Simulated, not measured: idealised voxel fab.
Presented below is a process module, voxel self aligned vias.
The width of the displayed cross-section, cut, is 285 nm; its cells are square, with a size of 5 nm.
The cross-sections in this document take the form of a grid made of square cells. They are written out as bands, in order from top to bottom. Each band consists of one or more rows of cells.
Quick guide to a band line: top height, bottom height (nm) up front; then every material left to right with its width in nm. Only one material and it's marked "everywhere"? Then it fills the band edge to edge. And "blank" just means empty space.
Convention: height 0 is the level below which the wafer, as received, is all one material. The lowest band does not terminate at the bottom but continues downward, represented as "0 and below".
Graded width ("30..40"): value in top row of band = first number; value in bottom row = second number; row-to-row change constant.
"all unchanged" after a step means that no cell of the cross-section changed.
Heads up: "Unvented voids" only lists the empty pockets with no open path to the top that are 8 cells or more, and it writes them as width x height at distance, distance from the left edge, in nm.
Where a step's line continues beyond its settings, the continuation is a remark by the simulator itself on that step.
"overlay nm" denotes, for a step that has a mask, the displacement of the mask to the right of its planned place, with negative values corresponding to the left.

These are the steps we planned for the process:
| 1 | op RECEIVE | material Si |
| 2 | op CONFORMAL_DEP | material SiO2 | thk nm 15 |
| 3 | op CONFORMAL_DEP | material SiCN | thk nm 5 |
| 4 | op DIRECTIONAL_DEP | material SiO2 | thk nm 20 |
| 5 | op PATTERN | tone open | mask id LINES | material resist | width nm 20 | pitch nm 45 | thk nm 15 | overlay nm 0 |
| 6 | op DIRECTIONAL_ETCH | etch materials SiO2 | depth nm 20 |
| 7 | op STRIP | etch materials resist |
| 8 | op CONFORMAL_DEP | material TiN | thk nm 5 |
| 9 | op FILL_DEP | material W | thk nm 5 |
| 10 | op CMP | height nm 40 |
| 11 | op SELECTIVE_ETCH | etch materials W Ru TiN | depth nm 5 |
| 12 | op FILL_DEP | material SiN | thk nm 10 |
| 13 | op CMP | height nm 40 |
| 14 | op DIRECTIONAL_DEP | material SiO2 | thk nm 15 |
| 15 | op DIRECTIONAL_DEP | material aC | thk nm 15 |
| 16 | op PATTERN | tone open | mask id VIAS | material resist | width nm 30 | thk nm 30 | overlay nm 0 |
| 17 | op DIRECTIONAL_ETCH | etch materials aC | depth nm 15 |
| 18 | op STRIP | etch materials resist |
| 19 | op DIRECTIONAL_ETCH | etch materials SiO2 | depth nm 15 |
| 20 | op DIRECTIONAL_ETCH | etch materials SiN | depth nm 5 |
| 21 | op STRIP | etch materials aC |
| 22 | op CONFORMAL_DEP | material TiN | thk nm 5 |
| 23 | op FILL_DEP | material W | thk nm 5 |
| 24 | op CMP | height nm 55 |
| 25 | op CONFORMAL_DEP | material SiN | thk nm 5 |

The cross-section here shows the wafer as received, i.e. in its state after step 1:
> 0 and below | Si everywhere
> Unvented voids: none

Sectioned view, first of two wafers, at the close of the module, processed as intended in the plan:
> 60 down to 55 | SiN everywhere
> 55 down to 45 | 105 SiO2, then 5 TiN, then 20 W, then 5 TiN, then 150 SiO2
> 45 down to 40 | 105 SiO2, then 10 TiN, then 10 W, then 10 TiN, then 150 SiO2
> 40 down to 35 | 110 SiO2, then 20 TiN, then 25 SiO2, then 20 SiN, then 110 SiO2
> 35 down to 25 | 110 SiO2, then 5 TiN, then 10 W, then 5 TiN, then 25 SiO2, then 5 TiN, then 10 W, then 5 TiN, then 110 SiO2
> 25 down to 20 | 110 SiO2, then 20 TiN, then 25 SiO2, then 20 TiN, then 110 SiO2
> 20 down to 15 | SiCN everywhere
> 15 down to 0 | SiO2 everywhere
> 0 and below | Si everywhere
> Unvented voids: none

Presented here is a cross-section of the second of the two wafers as it stood at the end of the module. It was started in the same manner and assigned the same plan as the first wafer; however, one mistake was made in its execution:
> 60 down to 55 | SiN everywhere
> 55 down to 40 | 105 SiO2, then 5 TiN, then 20 W, then 5 TiN, then 150 SiO2
> 40 down to 35 | 105 SiO2, then 30 TiN, then 20 SiO2, then 20 SiN, then 110 SiO2
> 35 down to 25 | 105 SiO2, then 10 TiN, then 10 W, then 10 TiN, then 20 SiO2, then 5 TiN, then 10 W, then 5 TiN, then 110 SiO2
> 25 down to 20 | 110 SiO2, then 20 TiN, then 25 SiO2, then 20 TiN, then 110 SiO2
> 20 down to 15 | SiCN everywhere
> 15 down to 0 | SiO2 everywhere
> 0 and below | Si everywhere
> Unvented voids: none
What broke from the plan during processing? step 19 of the plan was performed twice
The final cell counts differ between the wafers, with the second having more or fewer of some materials than the first: SiO2 -6; TiN +4; W +2
